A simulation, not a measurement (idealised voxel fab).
process module | voxel air gaps
Square cell edge 5 nm, section width 215 nm, ID cut.
A cross-section is a grid of square cells, given in bands from the top down. A band is one or more rows of cells.
Band: top and bottom heights (nm) first, top before bottom; then materials from left to right, widths in nm. "edge to edge" marks a sole material filling the band edge to edge. "blank" denotes empty space.
We count height from 0. Below that, the starting wafer is all one material. The lowest band never ends at the bottom but goes on down; see "from 0 down" for how that is written.
Width: "30->40" (first number = top row, second number = bottom row, same change from row to row of cells).
When a step is marked "no change", none of the cells in the cross-section changed during that step.
Closed-off voids of 8+ cells (no open route to the top) go in "Enclosed empty spaces", written width x height at distance from the left edge, in nm.
Heads up: the bit after the settings on a step's line is the simulator's remark on that step.
"overlay nm" answers the question of how far to the right of plan the mask lay on a step that has a mask, and when it is negative the answer is to the left.

**Intended process steps**
1) RECEIVE, material Si
2) CONFORMAL_DEP, material SiO2, thk nm 10
3) CONFORMAL_DEP, material SiCN, thk nm 5
4) DIRECTIONAL_DEP, material lowk, thk nm 40
5) DIRECTIONAL_DEP, material aC, thk nm 10
6) PATTERN, tone open, mask id LINES, material resist, width nm 20, pitch nm 50, thk nm 30, overlay nm 0
7) DIRECTIONAL_ETCH, etch materials aC, depth nm 10
8) STRIP, etch materials resist
9) DIRECTIONAL_ETCH, etch materials lowk, depth nm 40
10) STRIP, etch materials aC
11) CONFORMAL_DEP, material TiN, thk nm 5
12) FILL_DEP, material Cu, thk nm 5
13) CMP, height nm 55
14) EPI, material Ru, thk nm 10
15) SELECTIVE_ETCH, etch materials lowk, depth nm 50
16) CONFORMAL_DEP, material SiCN, thk nm 5

**as received, after step 1**
- from 0 down: Si edge to edge
- Enclosed empty spaces: none

**The plan above was carried out on the starting structure above with one mistake, and this cross-section shows the wafer at the end of the module**
- from 70 to 65: blank=25; SiCN=150; blank=40
- from 65 to 55: blank=25; SiCN=5; Ru=40; SiCN=10; Ru=40; SiCN=10; Ru=40; SiCN=5; blank=40
- from 55 to 50: blank=25; SiCN=15; TiN=5; Cu=10; TiN=5; SiCN=30; TiN=5; Cu=10; TiN=5; SiCN=30; TiN=5; Cu=10; TiN=5; SiCN=15; blank=40
- from 50 to 20: blank=35; SiCN=5; TiN=5; Cu=10; TiN=5; SiCN=5; blank=20; SiCN=5; TiN=5; Cu=10; TiN=5; SiCN=5; blank=20; SiCN=5; TiN=5; Cu=10; TiN=5; SiCN=5; blank=50
- from 20 to 15: SiCN=40; TiN=20; SiCN=30; TiN=20; SiCN=30; TiN=20; SiCN=55
- from 15 to 10: SiCN edge to edge
- from 10 to 0: SiO2 edge to edge
- from 0 down: Si edge to edge
- Enclosed empty spaces: 20 x 30 at 65; 20 x 30 at 115
Here's what went sideways: step 6 deviated from plan and actually ran as PATTERN, tone open, mask id LINES, material resist, width nm 20, pitch nm 50, thk nm 30, overlay nm -5
